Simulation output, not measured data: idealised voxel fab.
You're looking at the process module voxel gate over fins.
The cross-section shown here is cut; it is 195 nm wide and divided into square cells measuring 5 nm on a side.
Cross-sections here: square-cell grids, written as top-down lists of bands, a band being one or more rows of cells.
The entry gives the band's vertical extent as a top height and a bottom height in nm, then its horizontal make-up as materials from left to right, each with a width in nm. "blank" stands for empty space; a single material marked "edge to edge" fills the band edge to edge.
Note: height 0 marks the level under which the wafer is uniformly one material as received. Lowest band unbounded below, written "0 down".
Width spec "30->40" -> top row of cells at first value, bottom row at second value, equal per-row change in between.
Key: "stayed the same" - step with no changed cell in the cross-section.
Closed empty spaces (no open way to the top) of 8 cells or more are what "Sealed internal cavities" lists, each as width x height at distance from the left edge, nm for all three.
Anything after a step's settings on that line? It's the simulator's own note about the step.
The "overlay nm" setting may appear on a step's line; for a step that uses a mask, it gives how far to the right of its planned position the mask lay, and a negative value indicates the left.
Process steps foreseen in the plan:
1: RECEIVE | material Si
2: CONFORMAL_DEP | material SiN | thk nm 5
3: DIRECTIONAL_DEP | material aC | thk nm 15
4: PATTERN | tone cover | mask id FINS | material resist | width nm 15 | pitch nm 50 | thk nm 35 | overlay nm 0
5: DIRECTIONAL_ETCH | etch materials aC | depth nm 15
6: STRIP | etch materials resist
7: DIRECTIONAL_ETCH | etch materials SiN | depth nm 5
8: DIRECTIONAL_ETCH | etch materials Si | depth nm 40
9: STRIP | etch materials aC
10: FILL_DEP | material SiO2 | thk nm 15
11: CMP | height nm 5
12: DIRECTIONAL_DEP | material aC | thk nm 15
13: PATTERN | tone open | mask id RAIL | material resist | width nm 15 | thk nm 30 | overlay nm 0
14: DIRECTIONAL_ETCH | etch materials aC | depth nm 15
15: STRIP | etch materials resist
16: DIRECTIONAL_ETCH | etch materials SiO2 | depth nm 40
17: STRIP | etch materials aC
18: CONFORMAL_DEP | material TiN | thk nm 5
19: FILL_DEP | material W | thk nm 5
20: CMP | height nm 5
21: SELECTIVE_ETCH | etch materials W Ru TiN | depth nm 25
22: FILL_DEP | material SiO2 | thk nm 5
23: CMP | height nm 5
24: SELECTIVE_ETCH | etch materials SiO2 | depth nm 15
25: STRIP | etch materials SiN
26: CONFORMAL_DEP | material HfO2 | thk nm 5
27: CONFORMAL_DEP | material TiN | thk nm 5
28: CONFORMAL_DEP | material TiAl | thk nm 5
29: CONFORMAL_DEP | material TiN | thk nm 5
30: FILL_DEP | material W | thk nm 10
31: CMP | height nm 25
32: CONFORMAL_DEP | material SiN | thk nm 10
Concerning the first of two wafers, which was run in accordance with the plan:
As received (post step 1): cross-section:
    0 down  Si edge to edge
    Sealed internal cavities: none
State of the wafer after step 2, shown in cross-section:
    5 to 0  SiN edge to edge
    Below 0, the layers are the same as they were.
State of the wafer after step 3, shown in cross-section:
    20 to 5  aC edge to edge
    Below 5, the layers are the same as they were.
State of the wafer after step 4, shown in cross-section:
    55 to 20  blank=65 / resist=15 / blank=35 / resist=15 / blank=65
    Below 20, the layers are the same as they were.
State of the wafer after step 5, shown in cross-section:
    40 to 20  blank=65 / resist=15 / blank=35 / resist=15 / blank=65
    20 to 5  blank=65 / aC=15 / blank=35 / aC=15 / blank=65
    Below 5, the layers are the same as they were.
State of the wafer after step 6, shown in cross-section:
    20 to 5  blank=65 / aC=15 / blank=35 / aC=15 / blank=65
    Below 5, the layers are the same as they were.
State of the wafer after step 7, shown in cross-section:
    20 to 5  blank=65 / aC=15 / blank=35 / aC=15 / blank=65
    5 to 0  blank=65 / SiN=15 / blank=35 / SiN=15 / blank=65
    Below 0, the layers are the same as they were.
State of the wafer after step 8, shown in cross-section:
    20 to 5  blank=65 / aC=15 / blank=35 / aC=15 / blank=65
    5 to 0  blank=65 / SiN=15 / blank=35 / SiN=15 / blank=65
    0 to -40  blank=65 / Si=15 / blank=35 / Si=15 / blank=65
    Below -40, the layers are the same as they were.
State of the wafer after step 9, shown in cross-section:
    5 to 0  blank=65 / SiN=15 / blank=35 / SiN=15 / blank=65
    Below 0, the layers are the same as they were.
State of the wafer after step 10, shown in cross-section:
    20 to 5  SiO2 edge to edge
    5 to 0  SiO2=65 / SiN=15 / SiO2=35 / SiN=15 / SiO2=65
    0 to -40  SiO2=65 / Si=15 / SiO2=35 / Si=15 / SiO2=65
    Below -40, the layers are the same as they were.
State of the wafer after step 11, shown in cross-section:
    5 to 0  SiO2=65 / SiN=15 / SiO2=35 / SiN=15 / SiO2=65
    Below 0, the layers are the same as they were.
State of the wafer after step 12, shown in cross-section:
    20 to 5  aC edge to edge
    Below 5, the layers are the same as they were.
State of the wafer after step 13, shown in cross-section:
    50 to 20  resist=90 / blank=15 / resist=90
    Below 20, the layers are the same as they were.
State of the wafer after step 14, shown in cross-section:
    35 to 20  resist=90 / blank=15 / resist=90
    20 to 5  aC=90 / blank=15 / aC=90
    Below 5, the layers are the same as they were.
State of the wafer after step 15, shown in cross-section:
    20 to 5  aC=90 / blank=15 / aC=90
    Below 5, the layers are the same as they were.
State of the wafer after step 16, shown in cross-section:
    20 to 5  aC=90 / blank=15 / aC=90
    5 to 0  SiO2=65 / SiN=15 / SiO2=10 / blank=15 / SiO2=10 / SiN=15 / SiO2=65
    0 to -35  SiO2=65 / Si=15 / SiO2=10 / blank=15 / SiO2=10 / Si=15 / SiO2=65
    Below -35, the layers are the same as they were.
State of the wafer after step 17, shown in cross-section:
    5 to 0  SiO2=65 / SiN=15 / SiO2=10 / blank=15 / SiO2=10 / SiN=15 / SiO2=65
    Below 0, the layers are the same as they were.
State of the wafer after step 18, shown in cross-section:
    10 to 5  TiN=95 / blank=5 / TiN=95
    5 to 0  SiO2=65 / SiN=15 / SiO2=10 / TiN=5 / blank=5 / TiN=5 / SiO2=10 / SiN=15 / SiO2=65
    0 to -30  SiO2=65 / Si=15 / SiO2=10 / TiN=5 / blank=5 / TiN=5 / SiO2=10 / Si=15 / SiO2=65
    -30 to -35  SiO2=65 / Si=15 / SiO2=10 / TiN=15 / SiO2=10 / Si=15 / SiO2=65
    Below -35, the layers are the same as they were.
State of the wafer after step 19, shown in cross-section:
    15 to 10  W edge to edge
    10 to 5  TiN=95 / W=5 / TiN=95
    5 to 0  SiO2=65 / SiN=15 / SiO2=10 / TiN=5 / W=5 / TiN=5 / SiO2=10 / SiN=15 / SiO2=65
    0 to -30  SiO2=65 / Si=15 / SiO2=10 / TiN=5 / W=5 / TiN=5 / SiO2=10 / Si=15 / SiO2=65
    Below -30, the layers are the same as they were.
State of the wafer after step 20, shown in cross-section:
    5 to 0  SiO2=65 / SiN=15 / SiO2=10 / TiN=5 / W=5 / TiN=5 / SiO2=10 / SiN=15 / SiO2=65
    Below 0, the layers are the same as they were.
State of the wafer after step 21, shown in cross-section:
    5 to 0  SiO2=65 / SiN=15 / SiO2=10 / blank=15 / SiO2=10 / SiN=15 / SiO2=65
    0 to -20  SiO2=65 / Si=15 / SiO2=10 / blank=15 / SiO2=10 / Si=15 / SiO2=65
    Below -20, the layers are the same as they were.
State of the wafer after step 22, shown in cross-section:
    10 to 5  SiO2 edge to edge
    5 to 0  SiO2=65 / SiN=15 / SiO2=35 / SiN=15 / SiO2=65
    0 to -20  SiO2=65 / Si=15 / SiO2=35 / Si=15 / SiO2=65
    Below -20, the layers are the same as they were.
State of the wafer after step 23, shown in cross-section:
    5 to 0  SiO2=65 / SiN=15 / SiO2=35 / SiN=15 / SiO2=65
    Below 0, the layers are the same as they were.
State of the wafer after step 24, shown in cross-section:
    5 to 0  blank=65 / SiN=15 / blank=35 / SiN=15 / blank=65
    0 to -10  blank=65 / Si=15 / blank=35 / Si=15 / blank=65
    Below -10, the layers are the same as they were.
State of the wafer after step 25, shown in cross-section:
    0 to -10  blank=65 / Si=15 / blank=35 / Si=15 / blank=65
    Below -10, the layers are the same as they were.
State of the wafer after step 26, shown in cross-section:
    5 to 0  blank=60 / HfO2=25 / blank=25 / HfO2=25 / blank=60
    0 to -5  blank=60 / HfO2=5 / Si=15 / HfO2=5 / blank=25 / HfO2=5 / Si=15 / HfO2=5 / blank=60
    -5 to -10  HfO2=65 / Si=15 / HfO2=35 / Si=15 / HfO2=65
    Below -10, the layers are the same as they were.
State of the wafer after step 27, shown in cross-section:
    10 to 5  blank=55 / TiN=35 / blank=15 / TiN=35 / blank=55
    5 to 0  blank=55 / TiN=5 / HfO2=25 / TiN=5 / blank=15 / TiN=5 / HfO2=25 / TiN=5 / blank=55
    0 to -5  TiN=60 / HfO2=5 / Si=15 / HfO2=5 / TiN=25 / HfO2=5 / Si=15 / HfO2=5 / TiN=60
    Below -5, the layers are the same as they were.
State of the wafer after step 28, shown in cross-section:
    15 to 10  blank=50 / TiAl=45 / blank=5 / TiAl=45 / blank=50
    10 to 5  blank=50 / TiAl=5 / TiN=35 / TiAl=5 / blank=5 / TiAl=5 / TiN=35 / TiAl=5 / blank=50
    5 to 0  TiAl=55 / TiN=5 / HfO2=25 / TiN=5 / TiAl=15 / TiN=5 / HfO2=25 / TiN=5 / TiAl=55
    Below 0, the layers are the same as they were.
State of the wafer after step 29, shown in cross-section:
    20 to 15  blank=45 / TiN=105 / blank=45
    15 to 10  blank=45 / TiN=5 / TiAl=45 / TiN=5 / TiAl=45 / TiN=5 / blank=45
    10 to 5  TiN=50 / TiAl=5 / TiN=35 / TiAl=5 / TiN=5 / TiAl=5 / TiN=35 / TiAl=5 / TiN=50
    Below 5, the layers are the same as they were.
State of the wafer after step 30, shown in cross-section:
    30 to 20  W edge to edge
    20 to 15  W=45 / TiN=105 / W=45
    15 to 10  W=45 / TiN=5 / TiAl=45 / TiN=5 / TiAl=45 / TiN=5 / W=45
    Below 10, the layers are the same as they were.
State of the wafer after step 31, shown in cross-section:
    25 to 20  W edge to edge
    Below 20, the layers are the same as they were.
State of the wafer after step 32, shown in cross-section:
    35 to 25  SiN edge to edge
    Below 25, the layers are the same as they were.
Second wafer: same start and same plan as the first, one execution error; identical to the first through step 25:
Planned end of step 26: second wafer, cross-section: stayed the same
Planned end of step 27: second wafer, cross-section:
    5 to 0  blank=60 / TiN=25 / blank=25 / TiN=25 / blank=60
    0 to -5  blank=60 / TiN=5 / Si=15 / TiN=5 / blank=25 / TiN=5 / Si=15 / TiN=5 / blank=60
    -5 to -10  TiN=65 / Si=15 / TiN=35 / Si=15 / TiN=65
    Below -10, the layers are the same as they were.
Planned end of step 28: second wafer, cross-section:
    10 to 5  blank=55 / TiAl=35 / blank=15 / TiAl=35 / blank=55
    5 to 0  blank=55 / TiAl=5 / TiN=25 / TiAl=5 / blank=15 / TiAl=5 / TiN=25 / TiAl=5 / blank=55
    0 to -5  TiAl=60 / TiN=5 / Si=15 / TiN=5 / TiAl=25 / TiN=5 / Si=15 / TiN=5 / TiAl=60
    Below -5, the layers are the same as they were.
Planned end of step 29: second wafer, cross-section:
    15 to 10  blank=50 / TiN=45 / blank=5 / TiN=45 / blank=50
    10 to 5  blank=50 / TiN=5 / TiAl=35 / TiN=5 / blank=5 / TiN=5 / TiAl=35 / TiN=5 / blank=50
    5 to 0  TiN=55 / TiAl=5 / TiN=25 / TiAl=5 / TiN=15 / TiAl=5 / TiN=25 / TiAl=5 / TiN=55
    Below 0, the layers are the same as they were.
Planned end of step 30: second wafer, cross-section:
    25 to 15  W edge to edge
    15 to 10  W=50 / TiN=45 / W=5 / TiN=45 / W=50
    10 to 5  W=50 / TiN=5 / TiAl=35 / TiN=5 / W=5 / TiN=5 / TiAl=35 / TiN=5 / W=50
    Below 5, the layers are the same as they were.
Planned end of step 31: second wafer, cross-section: stayed the same
Planned end of step 32: second wafer, cross-section:
    35 to 25  SiN edge to edge
    Below 25, the layers are the same as they were.
Misprocessing identified: plan step 26: skipped, not run
FYI, end of process, the second wafer has more or fewer cells of some materials than the first: HfO2: 47 fewer; TiN: 2 more; W: 45 more
